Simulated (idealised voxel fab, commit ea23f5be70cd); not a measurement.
process module | voxel gate over fins
cross-section cut | 225 nm wide | cells 5 nm
A cross-section is a grid of square cells, given in bands from the top down. A band is one or more rows of cells.
Each band's line starts with the height of the band's top and of its bottom, in nm. Then come its materials from left to right, each with its width in nm. One material with "throughout" fills the band from edge to edge. "air" is empty space.
Height 0 is the level under which the wafer as received is all one material. The lowest band goes on downwards, as in "0 down".
A width such as "30 to 40" changes by the same amount from each row of cells to the next, from the band's top row to its bottom row.
"no change" after a step means that no cell of the cross-section changed.
closed voids: empty space of 8 cells or more with no open way to the top, each as width x height at its distance from the left edge, in nm
after a step's settings: what the simulator itself notes on the step
overlay nm, on a step with a mask: how far to the right of its planned place the mask lay; to the left if negative
plan
1 op RECEIVE | material Si
2 op CONFORMAL_DEP | material SiN | thk nm 10
3 op PATTERN | tone cover | mask id FINS | material resist | width nm 15 | pitch nm 35 | thk nm 20 | overlay nm 0
4 op DIRECTIONAL_ETCH | etch materials SiN | depth nm 10
5 op DIRECTIONAL_ETCH | etch materials Si | depth nm 30
6 op STRIP | etch materials resist
7 op OXIDIZE | depth nm 5
8 op FILL_DEP | material SiO2 | thk nm 10
9 op CMP | height nm 10
10 op SELECTIVE_ETCH | etch materials SiO2 | depth nm 25
11 op STRIP | etch materials SiN
12 op CONFORMAL_DEP | material HfO2 | thk nm 5
13 op CONFORMAL_DEP | material TiN | thk nm 5
14 op CONFORMAL_DEP | material TiAl | thk nm 5
15 op CONFORMAL_DEP | material TiN | thk nm 5
16 op FILL_DEP | material W | thk nm 15
17 op CMP | height nm 30
18 op CONFORMAL_DEP | material SiN | thk nm 10
as received, after step 1
  0 down: Si throughout
  closed voids: none
first wafer at the end, as planned
  40 to 30: SiN throughout
  30 to 20: W throughout
  20 to 15: W 55 | TiN 115 | W 55
  15 to 10: W 55 | TiN 5 | TiAl 105 | TiN 5 | W 55
  10 to 5: W 55 | TiN 5 | TiAl 5 | TiN 25 | TiAl 10 | TiN 25 | TiAl 10 | TiN 25 | TiAl 5 | TiN 5 | W 55
  5 to 0: TiN 60 | TiAl 5 | TiN 5 | HfO2 15 | TiN 5 | TiAl 10 | TiN 5 | HfO2 15 | TiN 5 | TiAl 10 | TiN 5 | HfO2 15 | TiN 5 | TiAl 5 | TiN 60
  0 to -5: TiAl 65 | TiN 5 | HfO2 5 | Si 5 | HfO2 5 | TiN 5 | TiAl 10 | TiN 5 | HfO2 5 | Si 5 | HfO2 5 | TiN 5 | TiAl 10 | TiN 5 | HfO2 5 | Si 5 | HfO2 5 | TiN 5 | TiAl 65
  -5 to -10: TiN 70 | HfO2 5 | Si 5 | HfO2 5 | TiN 20 | HfO2 5 | Si 5 | HfO2 5 | TiN 20 | HfO2 5 | Si 5 | HfO2 5 | TiN 70
  -10 to -15: HfO2 75 | Si 5 | HfO2 30 | Si 5 | HfO2 30 | Si 5 | HfO2 75
  -15 to -35: SiO2 75 | Si 5 | SiO2 30 | Si 5 | SiO2 30 | Si 5 | SiO2 75
  -35 down: Si throughout
  closed voids: none
second wafer at the end: like start, like plan, one mistake
  40 to 30: SiN throughout
  30 to 20: W throughout
  20 to 15: W 60 | TiN 115 | W 50
  15 to 10: W 60 | TiN 5 | TiAl 105 | TiN 5 | W 50
  10 to 5: W 60 | TiN 5 | TiAl 5 | TiN 25 | TiAl 10 | TiN 25 | TiAl 10 | TiN 25 | TiAl 5 | TiN 5 | W 50
  5 to 0: TiN 65 | TiAl 5 | TiN 5 | HfO2 15 | TiN 5 | TiAl 10 | TiN 5 | HfO2 15 | TiN 5 | TiAl 10 | TiN 5 | HfO2 15 | TiN 5 | TiAl 5 | TiN 55
  0 to -5: TiAl 70 | TiN 5 | HfO2 5 | Si 5 | HfO2 5 | TiN 5 | TiAl 10 | TiN 5 | HfO2 5 | Si 5 | HfO2 5 | TiN 5 | TiAl 10 | TiN 5 | HfO2 5 | Si 5 | HfO2 5 | TiN 5 | TiAl 60
  -5 to -10: TiN 75 | HfO2 5 | Si 5 | HfO2 5 | TiN 20 | HfO2 5 | Si 5 | HfO2 5 | TiN 20 | HfO2 5 | Si 5 | HfO2 5 | TiN 65
  -10 to -15: HfO2 80 | Si 5 | HfO2 30 | Si 5 | HfO2 30 | Si 5 | HfO2 70
  -15 to -35: SiO2 80 | Si 5 | SiO2 30 | Si 5 | SiO2 30 | Si 5 | SiO2 70
  -35 down: Si throughout
  closed voids: none
what went wrong: step 3 ran as: op PATTERN | tone cover | mask id FINS | material resist | width nm 15 | pitch nm 35 | thk nm 20 | overlay nm 5
at the end the second wafer has, in cells: as many of each material as the first, in other places
